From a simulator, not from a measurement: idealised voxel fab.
Documented hereafter: the process module known as voxel spacer lines.
The cross-section on display is named cut; it measures 260 nm wide, and its cells are 5 nm squares.
Heads up, the way a cross-section reads in here is a grid of square cells, handed over as bands from the top down, with every band being one or more rows of cells.
The entry gives the band's vertical extent as a top height and a bottom height in nm, then its horizontal make-up as materials from left to right, each with a width in nm. "air" stands for empty space; a single material marked "full width" fills the band edge to edge.
Below 0: as-received wafer, all one material; heights counted from there. Lowest band: no bottom, goes on down, written "0 and below".
When a width is written as two numbers, as in "30->40", the first number is the width in the top row of cells of the band and the second is the width in its bottom row, and the width changes by the same amount from each row to the next.
Basically "no change occurred" means that step didn't change any cell in the cross-section.
Enclosed voids (no open way to top), threshold 8 cells or more, entry "Fully closed voids", notation width x height at distance, distance from left edge, nm.
The remark found on a step's line after its settings is issued by the simulator itself and pertains to that step.
The optional step-line setting "overlay nm" applies to steps with a mask and quantifies how far to the right of its planned location the mask lay, a negative value indicating leftward placement.
Note: before/after cross-section pairs follow, one process step per pair, after-side truncated at the lowest changed band, step and settings given beneath. Different runs of this module on the same starting wafer may supply the pairs; a pair continues the one above only where the "Cross-section, before" entry says so.

-- Cross-section, before
  0 and below: Si full width
  Fully closed voids: none

-- Resulting Structure
  5 down to 0: SiO2 full width
  Below 0, the layers are the same as they were.
  Fully closed voids: none
Step between the cross-sections above: CONFORMAL_DEP, material SiO2, thk nm 5

Cross-section, before: after-step cross-section of the pair just above applies.

-- Resulting Structure
  20 down to 5: W full width
  Below 5, the layers are the same as they were.
  Fully closed voids: none
Step between the cross-sections above: DIRECTIONAL_DEP, material W, thk nm 15

Cross-section, before: after-step cross-section of the pair just above applies.

-- Resulting Structure
  45 down to 20: polySi full width
  Below 20, the layers are the same as they were.
  Fully closed voids: none
Step between the cross-sections above: DIRECTIONAL_DEP, material polySi, thk nm 25

Cross-section, before: after-step cross-section of the pair just above applies.

-- Resulting Structure
  75 down to 45: 75 of air | 25 of resist | 55 of air | 25 of resist | 80 of air
  Below 45, the layers are the same as they were.
  Fully closed voids: none
Step between the cross-sections above: PATTERN, tone cover, mask id MANDREL, material resist, width nm 25, pitch nm 80, thk nm 30, overlay nm 0

Cross-section, before: after-step cross-section of the pair just above applies.

-- Resulting Structure
  75 down to 45: 75 of air | 25 of resist | 55 of air | 25 of resist | 80 of air
  45 down to 20: 75 of air | 25 of polySi | 55 of air | 25 of polySi | 80 of air
  Below 20, the layers are the same as they were.
  Fully closed voids: none
Step between the cross-sections above: DIRECTIONAL_ETCH, etch materials polySi, depth nm 25

Cross-section, before: after-step cross-section of the pair just above applies.

-- Resulting Structure
  45 down to 20: 75 of air | 25 of polySi | 55 of air | 25 of polySi | 80 of air
  Below 20, the layers are the same as they were.
  Fully closed voids: none
Step between the cross-sections above: STRIP, etch materials resist

Cross-section, before: after-step cross-section of the pair just above applies.

-- Resulting Structure
  60 down to 45: 60 of air | 55 of SiN | 25 of air | 55 of SiN | 65 of air
  45 down to 35: 60 of air | 15 of SiN | 25 of polySi | 15 of SiN | 25 of air | 15 of SiN | 25 of polySi | 15 of SiN | 65 of air
  35 down to 20: 75 of SiN | 25 of polySi | 55 of SiN | 25 of polySi | 80 of SiN
  Below 20, the layers are the same as they were.
  Fully closed voids: none
Step between the cross-sections above: CONFORMAL_DEP, material SiN, thk nm 15

Cross-section, before: after-step cross-section of the pair just above applies.

-- Resulting Structure
  45 down to 20: 60 of air | 15 of SiN | 25 of polySi | 15 of SiN | 25 of air | 15 of SiN | 25 of polySi | 15 of SiN | 65 of air
  Below 20, the layers are the same as they were.
  Fully closed voids: none
Step between the cross-sections above: DIRECTIONAL_ETCH, etch materials SiN, depth nm 15

Cross-section, before: after-step cross-section of the pair just above applies.

-- Resulting Structure
  45 down to 20: 60 of air | 15 of SiN | 25 of air | 15 of SiN | 25 of air | 15 of SiN | 25 of air | 15 of SiN | 65 of air
  Below 20, the layers are the same as they were.
  Fully closed voids: none
Step between the cross-sections above: STRIP, etch materials polySi

Cross-section, before: after-step cross-section of the pair just above applies.

-- Resulting Structure
  45 down to 20: 60 of air | 15 of SiN | 25 of air | 15 of SiN | 25 of air | 15 of SiN | 25 of air | 15 of SiN | 65 of air
  20 down to 5: 60 of air | 15 of W | 25 of air | 15 of W | 25 of air | 15 of W | 25 of air | 15 of W | 65 of air
  Below 5, the layers are the same as they were.
  Fully closed voids: none
Step between the cross-sections above: DIRECTIONAL_ETCH, etch materials W, depth nm 15

Cross-section, before: after-step cross-section of the pair just above applies.

-- Resulting Structure
  20 down to 5: 60 of air | 15 of W | 25 of air | 15 of W | 25 of air | 15 of W | 25 of air | 15 of W | 65 of air
  Below 5, the layers are the same as they were.
  Fully closed voids: none
Step between the cross-sections above: STRIP, etch materials SiN

Cross-section, before: after-step cross-section of the pair just above applies.

-- Resulting Structure
  25 down to 20: lowk full width
  20 down to 5: 60 of lowk | 15 of W | 25 of lowk | 15 of W | 25 of lowk | 15 of W | 25 of lowk | 15 of W | 65 of lowk
  Below 5, the layers are the same as they were.
  Fully closed voids: none
Step between the cross-sections above: FILL_DEP, material lowk, thk nm 5

Cross-section, before: after-step cross-section of the pair just above applies.

-- Resulting Structure
  20 down to 5: 60 of lowk | 15 of W | 25 of lowk | 15 of W | 25 of lowk | 15 of W | 25 of lowk | 15 of W | 65 of lowk
  Below 5, the layers are the same as they were.
  Fully closed voids: none
Step between the cross-sections above: CMP, height nm 20

-- Cross-section, before
  0 and below: Si full width
  Fully closed voids: none

-- Resulting Structure
  15 down to 0: W full width
  Below 0, the layers are the same as they were.
  Fully closed voids: none
Step between the cross-sections above: DIRECTIONAL_DEP, material W, thk nm 15

Cross-section, before: after-step cross-section of the pair just above applies.

-- Resulting Structure
  40 down to 15: polySi full width
  Below 15, the layers are the same as they were.
  Fully closed voids: none
Step between the cross-sections above: DIRECTIONAL_DEP, material polySi, thk nm 25

Cross-section, before: after-step cross-section of the pair just above applies.

-- Resulting Structure
  70 down to 40: 75 of air | 25 of resist | 55 of air | 25 of resist | 80 of air
  Below 40, the layers are the same as they were.
  Fully closed voids: none
Step between the cross-sections above: PATTERN, tone cover, mask id MANDREL, material resist, width nm 25, pitch nm 80, thk nm 30, overlay nm 0

Cross-section, before: after-step cross-section of the pair just above applies.

-- Resulting Structure
  70 down to 40: 75 of air | 25 of resist | 55 of air | 25 of resist | 80 of air
  40 down to 15: 75 of air | 25 of polySi | 55 of air | 25 of polySi | 80 of air
  Below 15, the layers are the same as they were.
  Fully closed voids: none
Step between the cross-sections above: DIRECTIONAL_ETCH, etch materials polySi, depth nm 25

Cross-section, before: after-step cross-section of the pair just above applies.

-- Resulting Structure
  40 down to 15: 75 of air | 25 of polySi | 55 of air | 25 of polySi | 80 of air
  Below 15, the layers are the same as they were.
  Fully closed voids: none
Step between the cross-sections above: STRIP, etch materials resist

Cross-section, before: after-step cross-section of the pair just above applies.

-- Resulting Structure
  55 down to 40: 60 of air | 55 of SiN | 25 of air | 55 of SiN | 65 of air
  40 down to 30: 60 of air | 15 of SiN | 25 of polySi | 15 of SiN | 25 of air | 15 of SiN | 25 of polySi | 15 of SiN | 65 of air
  30 down to 15: 75 of SiN | 25 of polySi | 55 of SiN | 25 of polySi | 80 of SiN
  Below 15, the layers are the same as they were.
  Fully closed voids: none
Step between the cross-sections above: CONFORMAL_DEP, material SiN, thk nm 15

Cross-section, before: after-step cross-section of the pair just above applies.

-- Resulting Structure
  40 down to 15: 60 of air | 15 of SiN | 25 of polySi | 15 of SiN | 25 of air | 15 of SiN | 25 of polySi | 15 of SiN | 65 of air
  Below 15, the layers are the same as they were.
  Fully closed voids: none
Step between the cross-sections above: DIRECTIONAL_ETCH, etch materials SiN, depth nm 15

Cross-section, before: after-step cross-section of the pair just above applies.

-- Resulting Structure
  40 down to 15: 60 of air | 15 of SiN | 25 of air | 15 of SiN | 25 of air | 15 of SiN | 25 of air | 15 of SiN | 65 of air
  Below 15, the layers are the same as they were.
  Fully closed voids: none
Step between the cross-sections above: STRIP, etch materials polySi

Cross-section, before: after-step cross-section of the pair just above applies.

-- Resulting Structure
  40 down to 15: 60 of air | 15 of SiN | 25 of air | 15 of SiN | 25 of air | 15 of SiN | 25 of air | 15 of SiN | 65 of air
  15 down to 0: 60 of air | 15 of W | 25 of air | 15 of W | 25 of air | 15 of W | 25 of air | 15 of W | 65 of air
  Below 0, the layers are the same as they were.
  Fully closed voids: none
Step between the cross-sections above: DIRECTIONAL_ETCH, etch materials W, depth nm 15

Cross-section, before: after-step cross-section of the pair just above applies.

-- Resulting Structure
  15 down to 0: 60 of air | 15 of W | 25 of air | 15 of W | 25 of air | 15 of W | 25 of air | 15 of W | 65 of air
  Below 0, the layers are the same as they were.
  Fully closed voids: none
Step between the cross-sections above: STRIP, etch materials SiN

Cross-section, before: after-step cross-section of the pair just above applies.

-- Resulting Structure
  20 down to 15: lowk full width
  15 down to 0: 60 of lowk | 15 of W | 25 of lowk | 15 of W | 25 of lowk | 15 of W | 25 of lowk | 15 of W | 65 of lowk
  Below 0, the layers are the same as they were.
  Fully closed voids: none
Step between the cross-sections above: FILL_DEP, material lowk, thk nm 5

-- Cross-section, before
  45 down to 20: 60 of air | 15 of SiN | 25 of polySi | 15 of SiN | 25 of air | 15 of SiN | 25 of polySi | 15 of SiN | 65 of air
  20 down to 5: W full width
  5 down to 0: SiO2 full width
  0 and below: Si full width
  Fully closed voids: none

-- Resulting Structure
  45 down to 30: 75 of air | 25 of polySi | 55 of air | 25 of polySi | 80 of air
  Below 30, the layers are the same as they were.
  Fully closed voids: none
Step between the cross-sections above: DIRECTIONAL_ETCH, etch materials SiN, depth nm 15

Cross-section, before: after-step cross-section of the pair just above applies.

-- Resulting Structure
  30 down to 20: 60 of air | 15 of SiN | 25 of air | 15 of SiN | 25 of air | 15 of SiN | 25 of air | 15 of SiN | 65 of air
  Below 20, the layers are the same as they were.
  Fully closed voids: none
Step between the cross-sections above: STRIP, etch materials polySi

Cross-section, before: after-step cross-section of the pair just above applies.

-- Resulting Structure
  30 down to 20: 60 of air | 15 of SiN | 25 of air | 15 of SiN | 25 of air | 15 of SiN | 25 of air | 15 of SiN | 65 of air
  20 down to 5: 60 of air | 15 of W | 25 of air | 15 of W | 25 of air | 15 of W | 25 of air | 15 of W | 65 of air
  Below 5, the layers are the same as they were.
  Fully closed voids: none
Step between the cross-sections above: DIRECTIONAL_ETCH, etch materials W, depth nm 15

Cross-section, before: after-step cross-section of the pair just above applies.

-- Resulting Structure
  20 down to 5: 60 of air | 15 of W | 25 of air | 15 of W | 25 of air | 15 of W | 25 of air | 15 of W | 65 of air
  Below 5, the layers are the same as they were.
  Fully closed voids: none
Step between the cross-sections above: STRIP, etch materials SiN

-- Cross-section, before
  15 down to 0: W full width
  0 and below: Si full width
  Fully closed voids: none

-- Resulting Structure
  20 down to 15: SiO2 full width
  Below 15, the layers are the same as they were.
  Fully closed voids: none
Step between the cross-sections above: CONFORMAL_DEP, material SiO2, thk nm 5

Cross-section, before: after-step cross-section of the pair just above applies.

-- Resulting Structure
  45 down to 20: polySi full width
  Below 20, the layers are the same as they were.
  Fully closed voids: none
Step between the cross-sections above: DIRECTIONAL_DEP, material polySi, thk nm 25

Cross-section, before: after-step cross-section of the pair just above applies.

-- Resulting Structure
  75 down to 45: 75 of air | 25 of resist | 55 of air | 25 of resist | 80 of air
  Below 45, the layers are the same as they were.
  Fully closed voids: none
Step between the cross-sections above: PATTERN, tone cover, mask id MANDREL, material resist, width nm 25, pitch nm 80, thk nm 30, overlay nm 0

Cross-section, before: after-step cross-section of the pair just above applies.

-- Resulting Structure
  75 down to 45: 75 of air | 25 of resist | 55 of air | 25 of resist | 80 of air
  45 down to 20: 75 of air | 25 of polySi | 55 of air | 25 of polySi | 80 of air
  Below 20, the layers are the same as they were.
  Fully closed voids: none
Step between the cross-sections above: DIRECTIONAL_ETCH, etch materials polySi, depth nm 25

Cross-section, before: after-step cross-section of the pair just above applies.

-- Resulting Structure
  45 down to 20: 75 of air | 25 of polySi | 55 of air | 25 of polySi | 80 of air
  Below 20, the layers are the same as they were.
  Fully closed voids: none
Step between the cross-sections above: STRIP, etch materials resist

Cross-section, before: after-step cross-section of the pair just above applies.

-- Resulting Structure
  60 down to 45: 60 of air | 55 of SiN | 25 of air | 55 of SiN | 65 of air
  45 down to 35: 60 of air | 15 of SiN | 25 of polySi | 15 of SiN | 25 of air | 15 of SiN | 25 of polySi | 15 of SiN | 65 of air
  35 down to 20: 75 of SiN | 25 of polySi | 55 of SiN | 25 of polySi | 80 of SiN
  Below 20, the layers are the same as they were.
  Fully closed voids: none
Step between the cross-sections above: CONFORMAL_DEP, material SiN, thk nm 15

Cross-section, before: after-step cross-section of the pair just above applies.

-- Resulting Structure
  45 down to 20: 60 of air | 15 of SiN | 25 of polySi | 15 of SiN | 25 of air | 15 of SiN | 25 of polySi | 15 of SiN | 65 of air
  Below 20, the layers are the same as they were.
  Fully closed voids: none
Step between the cross-sections above: DIRECTIONAL_ETCH, etch materials SiN, depth nm 15

Cross-section, before: after-step cross-section of the pair just above applies.

-- Resulting Structure
  45 down to 20: 60 of air | 15 of SiN | 25 of air | 15 of SiN | 25 of air | 15 of SiN | 25 of air | 15 of SiN | 65 of air
  Below 20, the layers are the same as they were.
  Fully closed voids: none
Step between the cross-sections above: STRIP, etch materials polySi

Cross-section, before: after-step cross-section of the pair just above applies.

-- Resulting Structure
  20 down to 15: SiO2 full width
  Below 15, the layers are the same as they were.
  Fully closed voids: none
Step between the cross-sections above: STRIP, etch materials SiN

Cross-section, before: after-step cross-section of the pair just above applies.

-- Resulting Structure
  25 down to 20: lowk full width
  Below 20, the layers are the same as they were.
  Fully closed voids: none
Step between the cross-sections above: FILL_DEP, material lowk, thk nm 5

Cross-section, before: after-step cross-section of the pair just above applies.

-- Resulting Structure
  20 down to 15: SiO2 full width
  Below 15, the layers are the same as they were.
  Fully closed voids: none
Step between the cross-sections above: CMP, height nm 20

-- Cross-section, before
  25 down to 20: lowk full width
  20 down to 5: 60 of lowk | 15 of W | 25 of lowk | 15 of W | 25 of lowk | 15 of W | 25 of lowk | 15 of W | 65 of lowk
  5 down to 0: SiO2 full width
  0 and below: Si full width
  Fully closed voids: none

-- Resulting Structure
  15 down to 5: 60 of lowk | 15 of W | 25 of lowk | 15 of W | 25 of lowk | 15 of W | 25 of lowk | 15 of W | 65 of lowk
  Below 5, the layers are the same as they were.
  Fully closed voids: none
Step between the cross-sections above: CMP, height nm 15

-- Cross-section, before
  45 down to 20: polySi full width
  20 down to 5: W full width
  5 down to 0: SiO2 full width
  0 and below: Si full width
  Fully closed voids: none

-- Resulting Structure
  75 down to 45: 75 of air | 30 of resist | 50 of air | 30 of resist | 75 of air
  Below 45, the layers are the same as they were.
  Fully closed voids: none
Step between the cross-sections above: PATTERN, tone cover, mask id MANDREL, material resist, width nm 30, pitch nm 80, thk nm 30, overlay nm 0

Cross-section, before: after-step cross-section of the pair just above applies.

-- Resulting Structure
  75 down to 45: 75 of air | 30 of resist | 50 of air | 30 of resist | 75 of air
  45 down to 20: 75 of air | 30 of polySi | 50 of air | 30 of polySi | 75 of air
  Below 20, the layers are the same as they were.
  Fully closed voids: none
Step between the cross-sections above: DIRECTIONAL_ETCH, etch materials polySi, depth nm 25

Cross-section, before: after-step cross-section of the pair just above applies.

-- Resulting Structure
  45 down to 20: 75 of air | 30 of polySi | 50 of air | 30 of polySi | 75 of air
  Below 20, the layers are the same as they were.
  Fully closed voids: none
Step between the cross-sections above: STRIP, etch materials resist

Cross-section, before: after-step cross-section of the pair just above applies.

-- Resulting Structure
  60 down to 45: 60 of air | 60 of SiN | 20 of air | 60 of SiN | 60 of air
  45 down to 35: 60 of air | 15 of SiN | 30 of polySi | 15 of SiN | 20 of air | 15 of SiN | 30 of polySi | 15 of SiN | 60 of air
  35 down to 20: 75 of SiN | 30 of polySi | 50 of SiN | 30 of polySi | 75 of SiN
  Below 20, the layers are the same as they were.
  Fully closed voids: none
Step between the cross-sections above: CONFORMAL_DEP, material SiN, thk nm 15

Cross-section, before: after-step cross-section of the pair just above applies.

-- Resulting Structure
  45 down to 20: 60 of air | 15 of SiN | 30 of polySi | 15 of SiN | 20 of air | 15 of SiN | 30 of polySi | 15 of SiN | 60 of air
  Below 20, the layers are the same as they were.
  Fully closed voids: none
Step between the cross-sections above: DIRECTIONAL_ETCH, etch materials SiN, depth nm 15

Cross-section, before: after-step cross-section of the pair just above applies.

-- Resulting Structure
  45 down to 20: 60 of air | 15 of SiN | 30 of air | 15 of SiN | 20 of air | 15 of SiN | 30 of air | 15 of SiN | 60 of air
  Below 20, the layers are the same as they were.
  Fully closed voids: none
Step between the cross-sections above: STRIP, etch materials polySi

Cross-section, before: after-step cross-section of the pair just above applies.

-- Resulting Structure
  45 down to 20: 60 of air | 15 of SiN | 30 of air | 15 of SiN | 20 of air | 15 of SiN | 30 of air | 15 of SiN | 60 of air
  20 down to 5: 60 of air | 15 of W | 30 of air | 15 of W | 20 of air | 15 of W | 30 of air | 15 of W | 60 of air
  Below 5, the layers are the same as they were.
  Fully closed voids: none
Step between the cross-sections above: DIRECTIONAL_ETCH, etch materials W, depth nm 15

Cross-section, before: after-step cross-section of the pair just above applies.

-- Resulting Structure
  20 down to 5: 60 of air | 15 of W | 30 of air | 15 of W | 20 of air | 15 of W | 30 of air | 15 of W | 60 of air
  Below 5, the layers are the same as they were.
  Fully closed voids: none
Step between the cross-sections above: STRIP, etch materials SiN

Cross-section, before: after-step cross-section of the pair just above applies.

-- Resulting Structure
  25 down to 20: lowk full width
  20 down to 5: 60 of lowk | 15 of W | 30 of lowk | 15 of W | 20 of lowk | 15 of W | 30 of lowk | 15 of W | 60 of lowk
  Below 5, the layers are the same as they were.
  Fully closed voids: none
Step between the cross-sections above: FILL_DEP, material lowk, thk nm 5

Cross-section, before: after-step cross-section of the pair just above applies.

-- Resulting Structure
  20 down to 5: 60 of lowk | 15 of W | 30 of lowk | 15 of W | 20 of lowk | 15 of W | 30 of lowk | 15 of W | 60 of lowk
  Below 5, the layers are the same as they were.
  Fully closed voids: none
Step between the cross-sections above: CMP, height nm 20

-- Cross-section, before
  45 down to 20: polySi full width
  20 down to 5: W full width
  5 down to 0: SiO2 full width
  0 and below: Si full width
  Fully closed voids: none

-- Resulting Structure
  75 down to 45: 65 of air | 25 of resist | 55 of air | 25 of resist | 90 of air
  Below 45, the layers are the same as they were.
  Fully closed voids: none
Step between the cross-sections above: PATTERN, tone cover, mask id MANDREL, material resist, width nm 25, pitch nm 80, thk nm 30, overlay nm -10

Cross-section, before: after-step cross-section of the pair just above applies.

-- Resulting Structure
  75 down to 45: 65 of air | 25 of resist | 55 of air | 25 of resist | 90 of air
  45 down to 20: 65 of air | 25 of polySi | 55 of air | 25 of polySi | 90 of air
  Below 20, the layers are the same as they were.
  Fully closed voids: none
Step between the cross-sections above: DIRECTIONAL_ETCH, etch materials polySi, depth nm 25

Cross-section, before: after-step cross-section of the pair just above applies.

-- Resulting Structure
  45 down to 20: 65 of air | 25 of polySi | 55 of air | 25 of polySi | 90 of air
  Below 20, the layers are the same as they were.
  Fully closed voids: none
Step between the cross-sections above: STRIP, etch materials resist

Cross-section, before: after-step cross-section of the pair just above applies.

-- Resulting Structure
  60 down to 45: 50 of air | 55 of SiN | 25 of air | 55 of SiN | 75 of air
  45 down to 35: 50 of air | 15 of SiN | 25 of polySi | 15 of SiN | 25 of air | 15 of SiN | 25 of polySi | 15 of SiN | 75 of air
  35 down to 20: 65 of SiN | 25 of polySi | 55 of SiN | 25 of polySi | 90 of SiN
  Below 20, the layers are the same as they were.
  Fully closed voids: none
Step between the cross-sections above: CONFORMAL_DEP, material SiN, thk nm 15

Cross-section, before: after-step cross-section of the pair just above applies.

-- Resulting Structure
  45 down to 20: 50 of air | 15 of SiN | 25 of polySi | 15 of SiN | 25 of air | 15 of SiN | 25 of polySi | 15 of SiN | 75 of air
  Below 20, the layers are the same as they were.
  Fully closed voids: none
Step between the cross-sections above: DIRECTIONAL_ETCH, etch materials SiN, depth nm 15

Cross-section, before: after-step cross-section of the pair just above applies.

-- Resulting Structure
  45 down to 20: 50 of air | 15 of SiN | 25 of air | 15 of SiN | 25 of air | 15 of SiN | 25 of air | 15 of SiN | 75 of air
  Below 20, the layers are the same as they were.
  Fully closed voids: none
Step between the cross-sections above: STRIP, etch materials polySi

Cross-section, before: after-step cross-section of the pair just above applies.

-- Resulting Structure
  45 down to 20: 50 of air | 15 of SiN | 25 of air | 15 of SiN | 25 of air | 15 of SiN | 25 of air | 15 of SiN | 75 of air
  20 down to 5: 50 of air | 15 of W | 25 of air | 15 of W | 25 of air | 15 of W | 25 of air | 15 of W | 75 of air
  Below 5, the layers are the same as they were.
  Fully closed voids: none
Step between the cross-sections above: DIRECTIONAL_ETCH, etch materials W, depth nm 15

Cross-section, before: after-step cross-section of the pair just above applies.

-- Resulting Structure
  20 down to 5: 50 of air | 15 of W | 25 of air | 15 of W | 25 of air | 15 of W | 25 of air | 15 of W | 75 of air
  Below 5, the layers are the same as they were.
  Fully closed voids: none
Step between the cross-sections above: STRIP, etch materials SiN

Cross-section, before: after-step cross-section of the pair just above applies.

-- Resulting Structure
  25 down to 20: lowk full width
  20 down to 5: 50 of lowk | 15 of W | 25 of lowk | 15 of W | 25 of lowk | 15 of W | 25 of lowk | 15 of W | 75 of lowk
  Below 5, the layers are the same as they were.
  Fully closed voids: none
Step between the cross-sections above: FILL_DEP, material lowk, thk nm 5

Cross-section, before: after-step cross-section of the pair just above applies.

-- Resulting Structure
  20 down to 5: 50 of lowk | 15 of W | 25 of lowk | 15 of W | 25 of lowk | 15 of W | 25 of lowk | 15 of W | 75 of lowk
  Below 5, the layers are the same as they were.
  Fully closed voids: none
Step between the cross-sections above: CMP, height nm 20

-- Cross-section, before
  0 and below: Si full width
  Fully closed voids: none

-- Resulting Structure
  5 down to 0: W full width
  Below 0, the layers are the same as they were.
  Fully closed voids: none
Step between the cross-sections above: CONFORMAL_DEP, material W, thk nm 5

Cross-section, before: after-step cross-section of the pair just above applies.

-- Resulting Structure
  20 down to 0: W full width
  Below 0, the layers are the same as they were.
  Fully closed voids: none
Step between the cross-sections above: DIRECTIONAL_DEP, material W, thk nm 15

Cross-section, before: after-step cross-section of the pair just above applies.

-- Resulting Structure
  45 down to 20: polySi full width
  Below 20, the layers are the same as they were.
  Fully closed voids: none
Step between the cross-sections above: DIRECTIONAL_DEP, material polySi, thk nm 25

Cross-section, before: after-step cross-section of the pair just above applies.

-- Resulting Structure
  75 down to 45: 75 of air | 25 of resist | 55 of air | 25 of resist | 80 of air
  Below 45, the layers are the same as they were.
  Fully closed voids: none
Step between the cross-sections above: PATTERN, tone cover, mask id MANDREL, material resist, width nm 25, pitch nm 80, thk nm 30, overlay nm 0

Cross-section, before: after-step cross-section of the pair just above applies.

-- Resulting Structure
  75 down to 45: 75 of air | 25 of resist | 55 of air | 25 of resist | 80 of air
  45 down to 20: 75 of air | 25 of polySi | 55 of air | 25 of polySi | 80 of air
  Below 20, the layers are the same as they were.
  Fully closed voids: none
Step between the cross-sections above: DIRECTIONAL_ETCH, etch materials polySi, depth nm 25

Cross-section, before: after-step cross-section of the pair just above applies.

-- Resulting Structure
  45 down to 20: 75 of air | 25 of polySi | 55 of air | 25 of polySi | 80 of air
  Below 20, the layers are the same as they were.
  Fully closed voids: none
Step between the cross-sections above: STRIP, etch materials resist

Cross-section, before: after-step cross-section of the pair just above applies.

-- Resulting Structure
  60 down to 45: 60 of air | 55 of SiN | 25 of air | 55 of SiN | 65 of air
  45 down to 35: 60 of air | 15 of SiN | 25 of polySi | 15 of SiN | 25 of air | 15 of SiN | 25 of polySi | 15 of SiN | 65 of air
  35 down to 20: 75 of SiN | 25 of polySi | 55 of SiN | 25 of polySi | 80 of SiN
  Below 20, the layers are the same as they were.
  Fully closed voids: none
Step between the cross-sections above: CONFORMAL_DEP, material SiN, thk nm 15

Cross-section, before: after-step cross-section of the pair just above applies.

-- Resulting Structure
  45 down to 20: 60 of air | 15 of SiN | 25 of polySi | 15 of SiN | 25 of air | 15 of SiN | 25 of polySi | 15 of SiN | 65 of air
  Below 20, the layers are the same as they were.
  Fully closed voids: none
Step between the cross-sections above: DIRECTIONAL_ETCH, etch materials SiN, depth nm 15

Cross-section, before: after-step cross-section of the pair just above applies.

-- Resulting Structure
  45 down to 20: 60 of air | 15 of SiN | 25 of air | 15 of SiN | 25 of air | 15 of SiN | 25 of air | 15 of SiN | 65 of air
  Below 20, the layers are the same as they were.
  Fully closed voids: none
Step between the cross-sections above: STRIP, etch materials polySi

Cross-section, before: after-step cross-section of the pair just above applies.

-- Resulting Structure
  45 down to 20: 60 of air | 15 of SiN | 25 of air | 15 of SiN | 25 of air | 15 of SiN | 25 of air | 15 of SiN | 65 of air
  20 down to 5: 60 of air | 15 of W | 25 of air | 15 of W | 25 of air | 15 of W | 25 of air | 15 of W | 65 of air
  Below 5, the layers are the same as they were.
  Fully closed voids: none
Step between the cross-sections above: DIRECTIONAL_ETCH, etch materials W, depth nm 15

Cross-section, before: after-step cross-section of the pair just above applies.

-- Resulting Structure
  20 down to 5: 60 of air | 15 of W | 25 of air | 15 of W | 25 of air | 15 of W | 25 of air | 15 of W | 65 of air
  Below 5, the layers are the same as they were.
  Fully closed voids: none
Step between the cross-sections above: STRIP, etch materials SiN

Cross-section, before: after-step cross-section of the pair just above applies.

-- Resulting Structure
  25 down to 20: lowk full width
  20 down to 5: 60 of lowk | 15 of W | 25 of lowk | 15 of W | 25 of lowk | 15 of W | 25 of lowk | 15 of W | 65 of lowk
  Below 5, the layers are the same as they were.
  Fully closed voids: none
Step between the cross-sections above: FILL_DEP, material lowk, thk nm 5

Cross-section, before: after-step cross-section of the pair just above applies.

-- Resulting Structure
  20 down to 5: 60 of lowk | 15 of W | 25 of lowk | 15 of W | 25 of lowk | 15 of W | 25 of lowk | 15 of W | 65 of lowk
  Below 5, the layers are the same as they were.
  Fully closed voids: none
Step between the cross-sections above: CMP, height nm 20
